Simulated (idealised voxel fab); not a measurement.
The name of this process module is voxel wiring stack.
Pictured: cross-section cut, 260 nm wide, on a grid of 5 nm square cells.
Think of the cross-section as a grid of square cells. We describe it in bands, top to bottom, and each band covers one or more rows of those cells.
Top, bottom (nm), then materials left to right with widths (nm); lone material tagged "throughout" fills the whole band edge to edge; "blank" = empty space.
Beneath 0, the wafer as received is one material, and that level is where height counting begins. The lowest band goes on downward without a bottom; it is written like "top 0, no bottom".
The two numbers in a width such as "30 to 40" mark its ends across the band: the first belongs to the top row of cells, the second to the bottom row, and from each row to the next the width moves by the same amount.
The designation "remained the same", where it is given for a processing step, indicates that no cell of the cross-section was altered in the course of that step.
Empty spaces counting at least 8 cells and having no open way to the top are listed in "Sealed internal cavities". The notation width x height at distance is used for each, the distance being from the left edge and all three values in nm.
Text after the settings on a step's line: the simulator's own remark on that step.
The optional step-line setting "overlay nm" applies to steps with a mask and quantifies how far to the right of its planned location the mask lay, a negative value indicating leftward placement.
How should the pairs below be read? Each gives the cross-section before one process step and the cross-section after it, the latter drawn only to the lowest band that changed; the step that lies between them, with its settings, appears under the pair. Does a pair pick up where the pair above left off? Only where its entry headed "Pre-process cross-section" says so, since pairs can come from different runs of this module on the same starting wafer.
Pre-process cross-section
- top 70, bottom 40 | SiO2 throughout
- top 40, bottom 35 | SiCN throughout
- top 35, bottom 20 | 40 of SiO2, then 5 of SiN, then 30 of Ru, then 5 of SiN, then 5 of SiO2, then 5 of SiN, then 30 of Ru, then 5 of SiN, then 5 of SiO2, then 5 of SiN, then 30 of Ru, then 5 of SiN, then 5 of SiO2, then 5 of SiN, then 30 of Ru, then 5 of SiN, then 45 of SiO2
- top 20, bottom 15 | 45 of SiN, then 30 of TiN, then 15 of SiN, then 30 of TiN, then 15 of SiN, then 30 of TiN, then 15 of SiN, then 30 of TiN, then 50 of SiN
- top 15, bottom 0 | SiO2 throughout
- top 0, no bottom | Si throughout
- Sealed internal cavities: none
Resulting Cross-Section
- top 70, bottom 40 | 50 of SiO2, then 15 of blank, then 30 of SiO2, then 15 of blank, then 30 of SiO2, then 15 of blank, then 30 of SiO2, then 15 of blank, then 60 of SiO2
- No changes below 40.
- Sealed internal cavities: none
The before and after cross-sections above differ by one step: MASKED_ETCH (tone open; mask id METAL_2_HOLES; width nm 15; pitch nm 45; etch materials SiO2; depth nm 30; overlay nm 0)
Pre-process cross-section: same picture as after in the pair right above, so we don't repeat it.
Resulting Cross-Section
- top 70, bottom 55 | 50 of SiO2, then 20 of blank, then 25 of SiO2, then 20 of blank, then 25 of SiO2, then 20 of blank, then 25 of SiO2, then 20 of blank, then 55 of SiO2
- No changes below 55.
- Sealed internal cavities: none
The before and after cross-sections above differ by one step: MASKED_ETCH (tone open; mask id METAL_2; width nm 20; pitch nm 45; etch materials SiO2; depth nm 15; overlay nm 0)
Pre-process cross-section: same picture as after in the pair right above, so we don't repeat it.
Resulting Cross-Section
- top 70, bottom 55 | 50 of SiO2, then 20 of blank, then 25 of SiO2, then 20 of blank, then 25 of SiO2, then 20 of blank, then 25 of SiO2, then 20 of blank, then 55 of SiO2
- top 55, bottom 40 | 50 of SiO2, then 15 of blank, then 30 of SiO2, then 15 of blank, then 30 of SiO2, then 15 of blank, then 30 of SiO2, then 15 of blank, then 60 of SiO2
- top 40, bottom 35 | 50 of SiCN, then 15 of blank, then 30 of SiCN, then 15 of blank, then 30 of SiCN, then 15 of blank, then 30 of SiCN, then 15 of blank, then 60 of SiCN
- No changes below 35.
- Sealed internal cavities: none
The before and after cross-sections above differ by one step: MASKED_ETCH (tone open; mask id METAL_2; width nm 20; pitch nm 45; etch materials SiCN; depth nm 5; overlay nm 0)
Pre-process cross-section: same picture as after in the pair right above, so we don't repeat it.
Resulting Cross-Section
- top 75, bottom 70 | 55 of TiN, then 10 of blank, then 35 of TiN, then 10 of blank, then 35 of TiN, then 10 of blank, then 35 of TiN, then 10 of blank, then 60 of TiN
- top 70, bottom 60 | 50 of SiO2, then 5 of TiN, then 10 of blank, then 5 of TiN, then 25 of SiO2, then 5 of TiN, then 10 of blank, then 5 of TiN, then 25 of SiO2, then 5 of TiN, then 10 of blank, then 5 of TiN, then 25 of SiO2, then 5 of TiN, then 10 of blank, then 5 of TiN, then 55 of SiO2
- top 60, bottom 55 | 50 of SiO2, then 5 of TiN, then 5 of blank, then 10 of TiN, then 25 of SiO2, then 5 of TiN, then 5 of blank, then 10 of TiN, then 25 of SiO2, then 5 of TiN, then 5 of blank, then 10 of TiN, then 25 of SiO2, then 5 of TiN, then 5 of blank, then 10 of TiN, then 55 of SiO2
- top 55, bottom 40 | 50 of SiO2, then 5 of TiN, then 5 of blank, then 5 of TiN, then 30 of SiO2, then 5 of TiN, then 5 of blank, then 5 of TiN, then 30 of SiO2, then 5 of TiN, then 5 of blank, then 5 of TiN, then 30 of SiO2, then 5 of TiN, then 5 of blank, then 5 of TiN, then 60 of SiO2
- top 40, bottom 35 | 50 of SiCN, then 15 of TiN, then 30 of SiCN, then 15 of TiN, then 30 of SiCN, then 15 of TiN, then 30 of SiCN, then 15 of TiN, then 60 of SiCN
- No changes below 35.
- Sealed internal cavities: none
The before and after cross-sections above differ by one step: CONFORMAL_DEP (material TiN; thk nm 5)
Pre-process cross-section: same picture as after in the pair right above, so we don't repeat it.
Resulting Cross-Section
- top 85, bottom 75 | Ru throughout
- top 75, bottom 70 | 55 of TiN, then 10 of Ru, then 35 of TiN, then 10 of Ru, then 35 of TiN, then 10 of Ru, then 35 of TiN, then 10 of Ru, then 60 of TiN
- top 70, bottom 60 | 50 of SiO2, then 5 of TiN, then 10 of Ru, then 5 of TiN, then 25 of SiO2, then 5 of TiN, then 10 of Ru, then 5 of TiN, then 25 of SiO2, then 5 of TiN, then 10 of Ru, then 5 of TiN, then 25 of SiO2, then 5 of TiN, then 10 of Ru, then 5 of TiN, then 55 of SiO2
- top 60, bottom 55 | 50 of SiO2, then 5 of TiN, then 5 of Ru, then 10 of TiN, then 25 of SiO2, then 5 of TiN, then 5 of Ru, then 10 of TiN, then 25 of SiO2, then 5 of TiN, then 5 of Ru, then 10 of TiN, then 25 of SiO2, then 5 of TiN, then 5 of Ru, then 10 of TiN, then 55 of SiO2
- top 55, bottom 40 | 50 of SiO2, then 5 of TiN, then 5 of Ru, then 5 of TiN, then 30 of SiO2, then 5 of TiN, then 5 of Ru, then 5 of TiN, then 30 of SiO2, then 5 of TiN, then 5 of Ru, then 5 of TiN, then 30 of SiO2, then 5 of TiN, then 5 of Ru, then 5 of TiN, then 60 of SiO2
- No changes below 40.
- Sealed internal cavities: none
The before and after cross-sections above differ by one step: FILL_DEP (material Ru; thk nm 10)
Pre-process cross-section: same picture as after in the pair right above, so we don't repeat it.
Resulting Cross-Section
- top 70, bottom 60 | 50 of SiO2, then 5 of TiN, then 10 of Ru, then 5 of TiN, then 25 of SiO2, then 5 of TiN, then 10 of Ru, then 5 of TiN, then 25 of SiO2, then 5 of TiN, then 10 of Ru, then 5 of TiN, then 25 of SiO2, then 5 of TiN, then 10 of Ru, then 5 of TiN, then 55 of SiO2
- No changes below 60.
- Sealed internal cavities: none
The before and after cross-sections above differ by one step: CMP (height nm 70)
Pre-process cross-section: same picture as after in the pair right above, so we don't repeat it.
Resulting Cross-Section
- top 75, bottom 70 | SiCN throughout
- No changes below 70.
- Sealed internal cavities: none
The before and after cross-sections above differ by one step: CONFORMAL_DEP (material SiCN; thk nm 5)
Pre-process cross-section
- top 70, bottom 40 | 50 of SiO2, then 15 of blank, then 30 of SiO2, then 15 of blank, then 30 of SiO2, then 15 of blank, then 30 of SiO2, then 15 of blank, then 60 of SiO2
- top 40, bottom 35 | SiCN throughout
- top 35, bottom 20 | 45 of SiO2, then 5 of SiN, then 20 of Ru, then 5 of SiN, then 15 of SiO2, then 5 of SiN, then 20 of Ru, then 5 of SiN, then 15 of SiO2, then 5 of SiN, then 20 of Ru, then 5 of SiN, then 15 of SiO2, then 5 of SiN, then 20 of Ru, then 5 of SiN, then 50 of SiO2
- top 20, bottom 15 | 50 of SiN, then 20 of TiN, then 25 of SiN, then 20 of TiN, then 25 of SiN, then 20 of TiN, then 25 of SiN, then 20 of TiN, then 55 of SiN
- top 15, bottom 0 | SiO2 throughout
- top 0, no bottom | Si throughout
- Sealed internal cavities: none
Resulting Cross-Section
- top 70, bottom 55 | 45 of SiO2, then 20 of blank, then 25 of SiO2, then 20 of blank, then 25 of SiO2, then 20 of blank, then 25 of SiO2, then 20 of blank, then 60 of SiO2
- No changes below 55.
- Sealed internal cavities: none
The before and after cross-sections above differ by one step: MASKED_ETCH (tone open; mask id METAL_2; width nm 20; pitch nm 45; etch materials SiO2; depth nm 15; overlay nm -5)
Pre-process cross-section: same picture as after in the pair right above, so we don't repeat it.
Resulting Cross-Section
- top 70, bottom 55 | 45 of SiO2, then 20 of blank, then 25 of SiO2, then 20 of blank, then 25 of SiO2, then 20 of blank, then 25 of SiO2, then 20 of blank, then 60 of SiO2
- top 55, bottom 40 | 50 of SiO2, then 15 of blank, then 30 of SiO2, then 15 of blank, then 30 of SiO2, then 15 of blank, then 30 of SiO2, then 15 of blank, then 60 of SiO2
- top 40, bottom 35 | 50 of SiCN, then 15 of blank, then 30 of SiCN, then 15 of blank, then 30 of SiCN, then 15 of blank, then 30 of SiCN, then 15 of blank, then 60 of SiCN
- No changes below 35.
- Sealed internal cavities: none
The before and after cross-sections above differ by one step: MASKED_ETCH (tone open; mask id METAL_2; width nm 20; pitch nm 45; etch materials SiCN; depth nm 5; overlay nm 0)
Pre-process cross-section: same picture as after in the pair right above, so we don't repeat it.
Resulting Cross-Section
- top 75, bottom 70 | 50 of TiN, then 10 of blank, then 35 of TiN, then 10 of blank, then 35 of TiN, then 10 of blank, then 35 of TiN, then 10 of blank, then 65 of TiN
- top 70, bottom 60 | 45 of SiO2, then 5 of TiN, then 10 of blank, then 5 of TiN, then 25 of SiO2, then 5 of TiN, then 10 of blank, then 5 of TiN, then 25 of SiO2, then 5 of TiN, then 10 of blank, then 5 of TiN, then 25 of SiO2, then 5 of TiN, then 10 of blank, then 5 of TiN, then 60 of SiO2
- top 60, bottom 55 | 45 of SiO2, then 10 of TiN, then 5 of blank, then 5 of TiN, then 25 of SiO2, then 10 of TiN, then 5 of blank, then 5 of TiN, then 25 of SiO2, then 10 of TiN, then 5 of blank, then 5 of TiN, then 25 of SiO2, then 10 of TiN, then 5 of blank, then 5 of TiN, then 60 of SiO2
- top 55, bottom 40 | 50 of SiO2, then 5 of TiN, then 5 of blank, then 5 of TiN, then 30 of SiO2, then 5 of TiN, then 5 of blank, then 5 of TiN, then 30 of SiO2, then 5 of TiN, then 5 of blank, then 5 of TiN, then 30 of SiO2, then 5 of TiN, then 5 of blank, then 5 of TiN, then 60 of SiO2
- top 40, bottom 35 | 50 of SiCN, then 15 of TiN, then 30 of SiCN, then 15 of TiN, then 30 of SiCN, then 15 of TiN, then 30 of SiCN, then 15 of TiN, then 60 of SiCN
- No changes below 35.
- Sealed internal cavities: none
The before and after cross-sections above differ by one step: CONFORMAL_DEP (material TiN; thk nm 5)
Pre-process cross-section: same picture as after in the pair right above, so we don't repeat it.
Resulting Cross-Section
- top 85, bottom 75 | Ru throughout
- top 75, bottom 70 | 50 of TiN, then 10 of Ru, then 35 of TiN, then 10 of Ru, then 35 of TiN, then 10 of Ru, then 35 of TiN, then 10 of Ru, then 65 of TiN
- top 70, bottom 60 | 45 of SiO2, then 5 of TiN, then 10 of Ru, then 5 of TiN, then 25 of SiO2, then 5 of TiN, then 10 of Ru, then 5 of TiN, then 25 of SiO2, then 5 of TiN, then 10 of Ru, then 5 of TiN, then 25 of SiO2, then 5 of TiN, then 10 of Ru, then 5 of TiN, then 60 of SiO2
- top 60, bottom 55 | 45 of SiO2, then 10 of TiN, then 5 of Ru, then 5 of TiN, then 25 of SiO2, then 10 of TiN, then 5 of Ru, then 5 of TiN, then 25 of SiO2, then 10 of TiN, then 5 of Ru, then 5 of TiN, then 25 of SiO2, then 10 of TiN, then 5 of Ru, then 5 of TiN, then 60 of SiO2
- top 55, bottom 40 | 50 of SiO2, then 5 of TiN, then 5 of Ru, then 5 of TiN, then 30 of SiO2, then 5 of TiN, then 5 of Ru, then 5 of TiN, then 30 of SiO2, then 5 of TiN, then 5 of Ru, then 5 of TiN, then 30 of SiO2, then 5 of TiN, then 5 of Ru, then 5 of TiN, then 60 of SiO2
- No changes below 40.
- Sealed internal cavities: none
The before and after cross-sections above differ by one step: FILL_DEP (material Ru; thk nm 10)
Pre-process cross-section: same picture as after in the pair right above, so we don't repeat it.
Resulting Cross-Section
- top 70, bottom 60 | 45 of SiO2, then 5 of TiN, then 10 of Ru, then 5 of TiN, then 25 of SiO2, then 5 of TiN, then 10 of Ru, then 5 of TiN, then 25 of SiO2, then 5 of TiN, then 10 of Ru, then 5 of TiN, then 25 of SiO2, then 5 of TiN, then 10 of Ru, then 5 of TiN, then 60 of SiO2
- No changes below 60.
- Sealed internal cavities: none
The before and after cross-sections above differ by one step: CMP (height nm 70)
Pre-process cross-section: same picture as after in the pair right above, so we don't repeat it.
Resulting Cross-Section
- top 75, bottom 70 | SiCN throughout
- No changes below 70.
- Sealed internal cavities: none
The before and after cross-sections above differ by one step: CONFORMAL_DEP (material SiCN; thk nm 5)
Pre-process cross-section
- top 35, bottom 20 | 45 of SiO2, then 5 of SiN, then 20 of Ru, then 5 of SiN, then 15 of SiO2, then 5 of SiN, then 20 of Ru, then 5 of SiN, then 15 of SiO2, then 5 of SiN, then 20 of Ru, then 5 of SiN, then 15 of SiO2, then 5 of SiN, then 20 of Ru, then 5 of SiN, then 50 of SiO2
- top 20, bottom 15 | 50 of SiN, then 20 of TiN, then 25 of SiN, then 20 of TiN, then 25 of SiN, then 20 of TiN, then 25 of SiN, then 20 of TiN, then 55 of SiN
- top 15, bottom 0 | SiO2 throughout
- top 0, no bottom | Si throughout
- Sealed internal cavities: none
Resulting Cross-Section
- top 40, bottom 35 | SiO2 throughout
- No changes below 35.
- Sealed internal cavities: none
The before and after cross-sections above differ by one step: CONFORMAL_DEP (material SiO2; thk nm 5)
Pre-process cross-section: same picture as after in the pair right above, so we don't repeat it.
Resulting Cross-Section
- top 70, bottom 35 | SiO2 throughout
- No changes below 35.
- Sealed internal cavities: none
The before and after cross-sections above differ by one step: DIRECTIONAL_DEP (material SiO2; thk nm 30)
Pre-process cross-section: same picture as after in the pair right above, so we don't repeat it.
Resulting Cross-Section
- top 70, bottom 40 | 50 of SiO2, then 15 of blank, then 30 of SiO2, then 15 of blank, then 30 of SiO2, then 15 of blank, then 30 of SiO2, then 15 of blank, then 60 of SiO2
- No changes below 40.
- Sealed internal cavities: none
The before and after cross-sections above differ by one step: MASKED_ETCH (tone open; mask id METAL_2_HOLES; width nm 15; pitch nm 45; etch materials SiO2; depth nm 30; overlay nm 0)
Pre-process cross-section: same picture as after in the pair right above, so we don't repeat it.
Resulting Cross-Section
- top 70, bottom 55 | 50 of SiO2, then 20 of blank, then 25 of SiO2, then 20 of blank, then 25 of SiO2, then 20 of blank, then 25 of SiO2, then 20 of blank, then 55 of SiO2
- top 55, bottom 35 | 50 of SiO2, then 15 of blank, then 30 of SiO2, then 15 of blank, then 30 of SiO2, then 15 of blank, then 30 of SiO2, then 15 of blank, then 60 of SiO2
- No changes below 35.
- Sealed internal cavities: none
The before and after cross-sections above differ by one step: MASKED_ETCH (tone open; mask id METAL_2; width nm 20; pitch nm 45; etch materials SiO2; depth nm 15; overlay nm 0)
Pre-process cross-section: same picture as after in the pair right above, so we don't repeat it.
Resulting Cross-Section
- top 75, bottom 70 | 55 of TiN, then 10 of blank, then 35 of TiN, then 10 of blank, then 35 of TiN, then 10 of blank, then 35 of TiN, then 10 of blank, then 60 of TiN
- top 70, bottom 60 | 50 of SiO2, then 5 of TiN, then 10 of blank, then 5 of TiN, then 25 of SiO2, then 5 of TiN, then 10 of blank, then 5 of TiN, then 25 of SiO2, then 5 of TiN, then 10 of blank, then 5 of TiN, then 25 of SiO2, then 5 of TiN, then 10 of blank, then 5 of TiN, then 55 of SiO2
- top 60, bottom 55 | 50 of SiO2, then 5 of TiN, then 5 of blank, then 10 of TiN, then 25 of SiO2, then 5 of TiN, then 5 of blank, then 10 of TiN, then 25 of SiO2, then 5 of TiN, then 5 of blank, then 10 of TiN, then 25 of SiO2, then 5 of TiN, then 5 of blank, then 10 of TiN, then 55 of SiO2
- top 55, bottom 40 | 50 of SiO2, then 5 of TiN, then 5 of blank, then 5 of TiN, then 30 of SiO2, then 5 of TiN, then 5 of blank, then 5 of TiN, then 30 of SiO2, then 5 of TiN, then 5 of blank, then 5 of TiN, then 30 of SiO2, then 5 of TiN, then 5 of blank, then 5 of TiN, then 60 of SiO2
- top 40, bottom 35 | 50 of SiO2, then 15 of TiN, then 30 of SiO2, then 15 of TiN, then 30 of SiO2, then 15 of TiN, then 30 of SiO2, then 15 of TiN, then 60 of SiO2
- No changes below 35.
- Sealed internal cavities: none
The before and after cross-sections above differ by one step: CONFORMAL_DEP (material TiN; thk nm 5)
Pre-process cross-section: same picture as after in the pair right above, so we don't repeat it.
Resulting Cross-Section
- top 85, bottom 75 | Ru throughout
- top 75, bottom 70 | 55 of TiN, then 10 of Ru, then 35 of TiN, then 10 of Ru, then 35 of TiN, then 10 of Ru, then 35 of TiN, then 10 of Ru, then 60 of TiN
- top 70, bottom 60 | 50 of SiO2, then 5 of TiN, then 10 of Ru, then 5 of TiN, then 25 of SiO2, then 5 of TiN, then 10 of Ru, then 5 of TiN, then 25 of SiO2, then 5 of TiN, then 10 of Ru, then 5 of TiN, then 25 of SiO2, then 5 of TiN, then 10 of Ru, then 5 of TiN, then 55 of SiO2
- top 60, bottom 55 | 50 of SiO2, then 5 of TiN, then 5 of Ru, then 10 of TiN, then 25 of SiO2, then 5 of TiN, then 5 of Ru, then 10 of TiN, then 25 of SiO2, then 5 of TiN, then 5 of Ru, then 10 of TiN, then 25 of SiO2, then 5 of TiN, then 5 of Ru, then 10 of TiN, then 55 of SiO2
- top 55, bottom 40 | 50 of SiO2, then 5 of TiN, then 5 of Ru, then 5 of TiN, then 30 of SiO2, then 5 of TiN, then 5 of Ru, then 5 of TiN, then 30 of SiO2, then 5 of TiN, then 5 of Ru, then 5 of TiN, then 30 of SiO2, then 5 of TiN, then 5 of Ru, then 5 of TiN, then 60 of SiO2
- No changes below 40.
- Sealed internal cavities: none
The before and after cross-sections above differ by one step: FILL_DEP (material Ru; thk nm 10)
Pre-process cross-section: same picture as after in the pair right above, so we don't repeat it.
Resulting Cross-Section
- top 70, bottom 60 | 50 of SiO2, then 5 of TiN, then 10 of Ru, then 5 of TiN, then 25 of SiO2, then 5 of TiN, then 10 of Ru, then 5 of TiN, then 25 of SiO2, then 5 of TiN, then 10 of Ru, then 5 of TiN, then 25 of SiO2, then 5 of TiN, then 10 of Ru, then 5 of TiN, then 55 of SiO2
- No changes below 60.
- Sealed internal cavities: none
The before and after cross-sections above differ by one step: CMP (height nm 70)
Pre-process cross-section: same picture as after in the pair right above, so we don't repeat it.
Resulting Cross-Section
- top 75, bottom 70 | SiCN throughout
- No changes below 70.
- Sealed internal cavities: none
The before and after cross-sections above differ by one step: CONFORMAL_DEP (material SiCN; thk nm 5)
Pre-process cross-section
- top 70, bottom 40 | SiO2 throughout
- top 40, bottom 35 | SiCN throughout
- top 35, bottom 20 | 45 of SiO2, then 5 of SiN, then 20 of Ru, then 5 of SiN, then 15 of SiO2, then 5 of SiN, then 20 of Ru, then 5 of SiN, then 15 of SiO2, then 5 of SiN, then 20 of Ru, then 5 of SiN, then 15 of SiO2, then 5 of SiN, then 20 of Ru, then 5 of SiN, then 50 of SiO2
- top 20, bottom 15 | 50 of SiN, then 20 of TiN, then 25 of SiN, then 20 of TiN, then 25 of SiN, then 20 of TiN, then 25 of SiN, then 20 of TiN, then 55 of SiN
- top 15, bottom 0 | SiO2 throughout
- top 0, no bottom | Si throughout
- Sealed internal cavities: none
Resulting Cross-Section
- top 70, bottom 40 | 50 of blank, then 15 of SiO2, then 30 of blank, then 15 of SiO2, then 30 of blank, then 15 of SiO2, then 30 of blank, then 15 of SiO2, then 60 of blank
- No changes below 40.
- Sealed internal cavities: none
The before and after cross-sections above differ by one step: MASKED_ETCH (tone cover; mask id METAL_2_HOLES; width nm 15; pitch nm 45; etch materials SiO2; depth nm 30; overlay nm 0)
Pre-process cross-section: same picture as after in the pair right above, so we don't repeat it.
Resulting Cross-Section
- top 55, bottom 40 | 50 of blank, then 15 of SiO2, then 30 of blank, then 15 of SiO2, then 30 of blank, then 15 of SiO2, then 30 of blank, then 15 of SiO2, then 60 of blank
- No changes below 40.
- Sealed internal cavities: none
The before and after cross-sections above differ by one step: MASKED_ETCH (tone open; mask id METAL_2; width nm 20; pitch nm 45; etch materials SiO2; depth nm 15; overlay nm 0)
Pre-process cross-section: same picture as after in the pair right above, so we don't repeat it.
Resulting Cross-Section
- top 55, bottom 40 | 50 of blank, then 15 of SiO2, then 30 of blank, then 15 of SiO2, then 30 of blank, then 15 of SiO2, then 30 of blank, then 15 of SiO2, then 60 of blank
- top 40, bottom 35 | 65 of SiCN, then 5 of blank, then 40 of SiCN, then 5 of blank, then 40 of SiCN, then 5 of blank, then 40 of SiCN, then 5 of blank, then 55 of SiCN
- No changes below 35.
- Sealed internal cavities: none
The before and after cross-sections above differ by one step: MASKED_ETCH (tone open; mask id METAL_2; width nm 20; pitch nm 45; etch materials SiCN; depth nm 5; overlay nm 0)
Pre-process cross-section: same picture as after in the pair right above, so we don't repeat it.
Resulting Cross-Section
- top 60, bottom 55 | 45 of blank, then 25 of TiN, then 20 of blank, then 25 of TiN, then 20 of blank, then 25 of TiN, then 20 of blank, then 25 of TiN, then 55 of blank
- top 55, bottom 45 | 45 of blank, then 5 of TiN, then 15 of SiO2, then 5 of TiN, then 20 of blank, then 5 of TiN, then 15 of SiO2, then 5 of TiN, then 20 of blank, then 5 of TiN, then 15 of SiO2, then 5 of TiN, then 20 of blank, then 5 of TiN, then 15 of SiO2, then 5 of TiN, then 55 of blank
- top 45, bottom 40 | 50 of TiN, then 15 of SiO2, then 30 of TiN, then 15 of SiO2, then 30 of TiN, then 15 of SiO2, then 30 of TiN, then 15 of SiO2, then 60 of TiN
- top 40, bottom 35 | 65 of SiCN, then 5 of TiN, then 40 of SiCN, then 5 of TiN, then 40 of SiCN, then 5 of TiN, then 40 of SiCN, then 5 of TiN, then 55 of SiCN
- No changes below 35.
- Sealed internal cavities: none
The before and after cross-sections above differ by one step: CONFORMAL_DEP (material TiN; thk nm 5)
Pre-process cross-section: same picture as after in the pair right above, so we don't repeat it.
Resulting Cross-Section
- top 70, bottom 60 | Ru throughout
- top 60, bottom 55 | 45 of Ru, then 25 of TiN, then 20 of Ru, then 25 of TiN, then 20 of Ru, then 25 of TiN, then 20 of Ru, then 25 of TiN, then 55 of Ru
- top 55, bottom 45 | 45 of Ru, then 5 of TiN, then 15 of SiO2, then 5 of TiN, then 20 of Ru, then 5 of TiN, then 15 of SiO2, then 5 of TiN, then 20 of Ru, then 5 of TiN, then 15 of SiO2, then 5 of TiN, then 20 of Ru, then 5 of TiN, then 15 of SiO2, then 5 of TiN, then 55 of Ru
- No changes below 45.
- Sealed internal cavities: none
The before and after cross-sections above differ by one step: FILL_DEP (material Ru; thk nm 10)
Pre-process cross-section: same picture as after in the pair right above, so we don't repeat it.
Resulting Cross-Section
- top 75, bottom 70 | SiCN throughout
- No changes below 70.
- Sealed internal cavities: none
The before and after cross-sections above differ by one step: CONFORMAL_DEP (material SiCN; thk nm 5)
